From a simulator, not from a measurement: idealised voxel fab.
Process module heading - voxel wiring stack
The cross-section on display is named cut; it measures 185 nm wide, and its cells are 5 nm squares.
Cross-section, as written here: a square-cell grid given band by band from the top down, where a band holds one or more rows of cells. Band: top and bottom heights (nm) first, top before bottom; then materials from left to right, widths in nm. "edge to edge" marks a sole material filling the band edge to edge. "empty" denotes empty space. For the purposes of this specification, 0 denotes the height below which the wafer in its as-received condition is composed wholly of one material, and the lowermost band, lacking a lower limit, extends downward without end, as expressed in "top 0, no bottom". A width such as "30..40" changes by the same amount from each row of cells to the next, from the band's top row to its bottom row. Basically "everything unchanged" means that step didn't change any cell in the cross-section. What "Completely enclosed voids" gives you is every empty space of 8 cells or more that is cut off from the top. Each appears as width x height at distance, with the distance taken from the left edge and width, height and distance all in nm. Heads up: the bit after the settings on a step's line is the simulator's remark on that step. overlay nm: on a step with a mask, how far right of its planned place the mask lay; negative means left.

# Listed below are the process steps as planned
1) RECEIVE [material Si]
2) CONFORMAL_DEP [material SiO2] [thk nm 10]
3) CONFORMAL_DEP [material SiCN] [thk nm 5]
4) DIRECTIONAL_DEP [material SiO2] [thk nm 20]
5) DIRECTIONAL_DEP [material aC] [thk nm 15]
6) PATTERN [tone open] [mask id METAL_1] [material resist] [width nm 30] [pitch nm 50] [thk nm 35] [overlay nm 0]
7) DIRECTIONAL_ETCH [etch materials aC] [depth nm 15]
8) STRIP [etch materials resist]
9) DIRECTIONAL_ETCH [etch materials SiO2] [depth nm 20]
10) DIRECTIONAL_ETCH [etch materials SiCN] [depth nm 5]
11) STRIP [etch materials aC]
12) CONFORMAL_DEP [material TiN] [thk nm 5]
13) FILL_DEP [material Ru] [thk nm 5]
14) CMP [height nm 35]
15) CONFORMAL_DEP [material SiCN] [thk nm 5]
16) DIRECTIONAL_DEP [material lowk] [thk nm 35]
17) PATTERN [tone open] [mask id METAL_2] [material resist] [width nm 30] [pitch nm 50] [thk nm 20] [overlay nm 0]
18) DIRECTIONAL_ETCH [etch materials lowk] [depth nm 20]
19) STRIP [etch materials resist]
20) PATTERN [tone open] [mask id METAL_2_HOLES] [material resist] [width nm 15] [pitch nm 50] [thk nm 15] [overlay nm 0]
21) DIRECTIONAL_ETCH [etch materials lowk] [depth nm 15]
22) DIRECTIONAL_ETCH [etch materials SiCN] [depth nm 5]
23) STRIP [etch materials resist]
24) CONFORMAL_DEP [material TiN] [thk nm 5]
25) FILL_DEP [material Cu] [thk nm 5]
26) CMP [height nm 75]
27) CONFORMAL_DEP [material SiN] [thk nm 5]

# First wafer out of two, processed as planned

# Cross-section of the incoming wafer, state after step 1
top 0, no bottom | Si edge to edge
Completely enclosed voids: none

# Once step 2 is through, the wafer looks like this in cross-section
top 10, bottom 0 | SiO2 edge to edge
For the remainder of the cross-section, below 0, there is no change.

# Once step 3 is through, the wafer looks like this in cross-section
top 15, bottom 10 | SiCN edge to edge
For the remainder of the cross-section, below 10, there is no change.

# Once step 4 is through, the wafer looks like this in cross-section
top 35, bottom 15 | SiO2 edge to edge
For the remainder of the cross-section, below 15, there is no change.

# Once step 5 is through, the wafer looks like this in cross-section
top 50, bottom 35 | aC edge to edge
For the remainder of the cross-section, below 35, there is no change.

# Once step 6 is through, the wafer looks like this in cross-section
top 85, bottom 50 | resist=50, empty=30, resist=20, empty=30, resist=55
For the remainder of the cross-section, below 50, there is no change.

# Once step 7 is through, the wafer looks like this in cross-section
top 70, bottom 50 | resist=50, empty=30, resist=20, empty=30, resist=55
top 50, bottom 35 | aC=50, empty=30, aC=20, empty=30, aC=55
For the remainder of the cross-section, below 35, there is no change.

# Once step 8 is through, the wafer looks like this in cross-section
top 50, bottom 35 | aC=50, empty=30, aC=20, empty=30, aC=55
For the remainder of the cross-section, below 35, there is no change.

# Once step 9 is through, the wafer looks like this in cross-section
top 50, bottom 35 | aC=50, empty=30, aC=20, empty=30, aC=55
top 35, bottom 15 | SiO2=50, empty=30, SiO2=20, empty=30, SiO2=55
For the remainder of the cross-section, below 15, there is no change.

# Once step 10 is through, the wafer looks like this in cross-section
top 50, bottom 35 | aC=50, empty=30, aC=20, empty=30, aC=55
top 35, bottom 15 | SiO2=50, empty=30, SiO2=20, empty=30, SiO2=55
top 15, bottom 10 | SiCN=50, empty=30, SiCN=20, empty=30, SiCN=55
For the remainder of the cross-section, below 10, there is no change.

# Once step 11 is through, the wafer looks like this in cross-section
top 35, bottom 15 | SiO2=50, empty=30, SiO2=20, empty=30, SiO2=55
For the remainder of the cross-section, below 15, there is no change.

# Once step 12 is through, the wafer looks like this in cross-section
top 40, bottom 35 | TiN=55, empty=20, TiN=30, empty=20, TiN=60
top 35, bottom 15 | SiO2=50, TiN=5, empty=20, TiN=5, SiO2=20, TiN=5, empty=20, TiN=5, SiO2=55
top 15, bottom 10 | SiCN=50, TiN=30, SiCN=20, TiN=30, SiCN=55
For the remainder of the cross-section, below 10, there is no change.

# Once step 13 is through, the wafer looks like this in cross-section
top 45, bottom 40 | Ru edge to edge
top 40, bottom 35 | TiN=55, Ru=20, TiN=30, Ru=20, TiN=60
top 35, bottom 15 | SiO2=50, TiN=5, Ru=20, TiN=5, SiO2=20, TiN=5, Ru=20, TiN=5, SiO2=55
For the remainder of the cross-section, below 15, there is no change.

# Once step 14 is through, the wafer looks like this in cross-section
top 35, bottom 15 | SiO2=50, TiN=5, Ru=20, TiN=5, SiO2=20, TiN=5, Ru=20, TiN=5, SiO2=55
For the remainder of the cross-section, below 15, there is no change.

# Once step 15 is through, the wafer looks like this in cross-section
top 40, bottom 35 | SiCN edge to edge
For the remainder of the cross-section, below 35, there is no change.

# Once step 16 is through, the wafer looks like this in cross-section
top 75, bottom 40 | lowk edge to edge
For the remainder of the cross-section, below 40, there is no change.

# Once step 17 is through, the wafer looks like this in cross-section
top 95, bottom 75 | resist=50, empty=30, resist=20, empty=30, resist=55
For the remainder of the cross-section, below 75, there is no change.

# Once step 18 is through, the wafer looks like this in cross-section
top 95, bottom 75 | resist=50, empty=30, resist=20, empty=30, resist=55
top 75, bottom 55 | lowk=50, empty=30, lowk=20, empty=30, lowk=55
For the remainder of the cross-section, below 55, there is no change.

# Once step 19 is through, the wafer looks like this in cross-section
top 75, bottom 55 | lowk=50, empty=30, lowk=20, empty=30, lowk=55
For the remainder of the cross-section, below 55, there is no change.

# Once step 20 is through, the wafer looks like this in cross-section
top 90, bottom 75 | resist=50, empty=15, resist=35, empty=15, resist=70
top 75, bottom 55 | lowk=50, empty=15, resist=15, lowk=20, empty=15, resist=15, lowk=55
For the remainder of the cross-section, below 55, there is no change.

# Once step 21 is through, the wafer looks like this in cross-section
top 90, bottom 75 | resist=50, empty=15, resist=35, empty=15, resist=70
top 75, bottom 55 | lowk=50, empty=15, resist=15, lowk=20, empty=15, resist=15, lowk=55
top 55, bottom 40 | lowk=50, empty=15, lowk=35, empty=15, lowk=70
For the remainder of the cross-section, below 40, there is no change.

# Once step 22 is through, the wafer looks like this in cross-section
top 90, bottom 75 | resist=50, empty=15, resist=35, empty=15, resist=70
top 75, bottom 55 | lowk=50, empty=15, resist=15, lowk=20, empty=15, resist=15, lowk=55
top 55, bottom 40 | lowk=50, empty=15, lowk=35, empty=15, lowk=70
top 40, bottom 35 | SiCN=50, empty=15, SiCN=35, empty=15, SiCN=70
For the remainder of the cross-section, below 35, there is no change.

# Once step 23 is through, the wafer looks like this in cross-section
top 75, bottom 55 | lowk=50, empty=30, lowk=20, empty=30, lowk=55
For the remainder of the cross-section, below 55, there is no change.

# Once step 24 is through, the wafer looks like this in cross-section
top 80, bottom 75 | TiN=55, empty=20, TiN=30, empty=20, TiN=60
top 75, bottom 60 | lowk=50, TiN=5, empty=20, TiN=5, lowk=20, TiN=5, empty=20, TiN=5, lowk=55
top 60, bottom 55 | lowk=50, TiN=5, empty=5, TiN=20, lowk=20, TiN=5, empty=5, TiN=20, lowk=55
top 55, bottom 40 | lowk=50, TiN=5, empty=5, TiN=5, lowk=35, TiN=5, empty=5, TiN=5, lowk=70
top 40, bottom 35 | SiCN=50, TiN=15, SiCN=35, TiN=15, SiCN=70
For the remainder of the cross-section, below 35, there is no change.

# Once step 25 is through, the wafer looks like this in cross-section
top 85, bottom 80 | Cu edge to edge
top 80, bottom 75 | TiN=55, Cu=20, TiN=30, Cu=20, TiN=60
top 75, bottom 60 | lowk=50, TiN=5, Cu=20, TiN=5, lowk=20, TiN=5, Cu=20, TiN=5, lowk=55
top 60, bottom 55 | lowk=50, TiN=5, Cu=5, TiN=20, lowk=20, TiN=5, Cu=5, TiN=20, lowk=55
top 55, bottom 40 | lowk=50, TiN=5, Cu=5, TiN=5, lowk=35, TiN=5, Cu=5, TiN=5, lowk=70
For the remainder of the cross-section, below 40, there is no change.

# Once step 26 is through, the wafer looks like this in cross-section
top 75, bottom 60 | lowk=50, TiN=5, Cu=20, TiN=5, lowk=20, TiN=5, Cu=20, TiN=5, lowk=55
For the remainder of the cross-section, below 60, there is no change.

# Once step 27 is through, the wafer looks like this in cross-section
top 80, bottom 75 | SiN edge to edge
For the remainder of the cross-section, below 75, there is no change.

# The second wafer began exactly as the first did and followed the same plan, but one mistake was made while running it; through step 17 inclusive, the two wafers are identical

# At the planned end of step 18, the second wafer in cross-section
top 95, bottom 75 | resist=50, empty=30, resist=20, empty=30, resist=55
top 75, bottom 40 | lowk=50, empty=30, lowk=20, empty=30, lowk=55
For the remainder of the cross-section, below 40, there is no change.

# At the planned end of step 19, the second wafer in cross-section
top 75, bottom 40 | lowk=50, empty=30, lowk=20, empty=30, lowk=55
For the remainder of the cross-section, below 40, there is no change.

# At the planned end of step 20, the second wafer in cross-section
top 90, bottom 75 | resist=50, empty=15, resist=35, empty=15, resist=70
top 75, bottom 40 | lowk=50, empty=15, resist=15, lowk=20, empty=15, resist=15, lowk=55
For the remainder of the cross-section, below 40, there is no change.

At the planned end of step 21, the second wafer in cross-section: everything unchanged

# At the planned end of step 22, the second wafer in cross-section
top 90, bottom 75 | resist=50, empty=15, resist=35, empty=15, resist=70
top 75, bottom 40 | lowk=50, empty=15, resist=15, lowk=20, empty=15, resist=15, lowk=55
top 40, bottom 35 | SiCN=50, empty=15, SiCN=35, empty=15, SiCN=70
For the remainder of the cross-section, below 35, there is no change.

# At the planned end of step 23, the second wafer in cross-section
top 75, bottom 40 | lowk=50, empty=30, lowk=20, empty=30, lowk=55
For the remainder of the cross-section, below 40, there is no change.

# At the planned end of step 24, the second wafer in cross-section
top 80, bottom 75 | TiN=55, empty=20, TiN=30, empty=20, TiN=60
top 75, bottom 45 | lowk=50, TiN=5, empty=20, TiN=5, lowk=20, TiN=5, empty=20, TiN=5, lowk=55
top 45, bottom 40 | lowk=50, TiN=5, empty=5, TiN=20, lowk=20, TiN=5, empty=5, TiN=20, lowk=55
top 40, bottom 35 | SiCN=50, TiN=15, SiCN=35, TiN=15, SiCN=70
For the remainder of the cross-section, below 35, there is no change.

# At the planned end of step 25, the second wafer in cross-section
top 85, bottom 80 | Cu edge to edge
top 80, bottom 75 | TiN=55, Cu=20, TiN=30, Cu=20, TiN=60
top 75, bottom 45 | lowk=50, TiN=5, Cu=20, TiN=5, lowk=20, TiN=5, Cu=20, TiN=5, lowk=55
top 45, bottom 40 | lowk=50, TiN=5, Cu=5, TiN=20, lowk=20, TiN=5, Cu=5, TiN=20, lowk=55
For the remainder of the cross-section, below 40, there is no change.

# At the planned end of step 26, the second wafer in cross-section
top 75, bottom 45 | lowk=50, TiN=5, Cu=20, TiN=5, lowk=20, TiN=5, Cu=20, TiN=5, lowk=55
For the remainder of the cross-section, below 45, there is no change.

# At the planned end of step 27, the second wafer in cross-section
top 80, bottom 75 | SiN edge to edge
For the remainder of the cross-section, below 75, there is no change.
What went wrong in running the wafer? twice, step 18 of the plan was run
FYI, end of process, the second wafer has more or fewer cells of some materials than the first: Cu: 18 more; lowk: 18 fewer
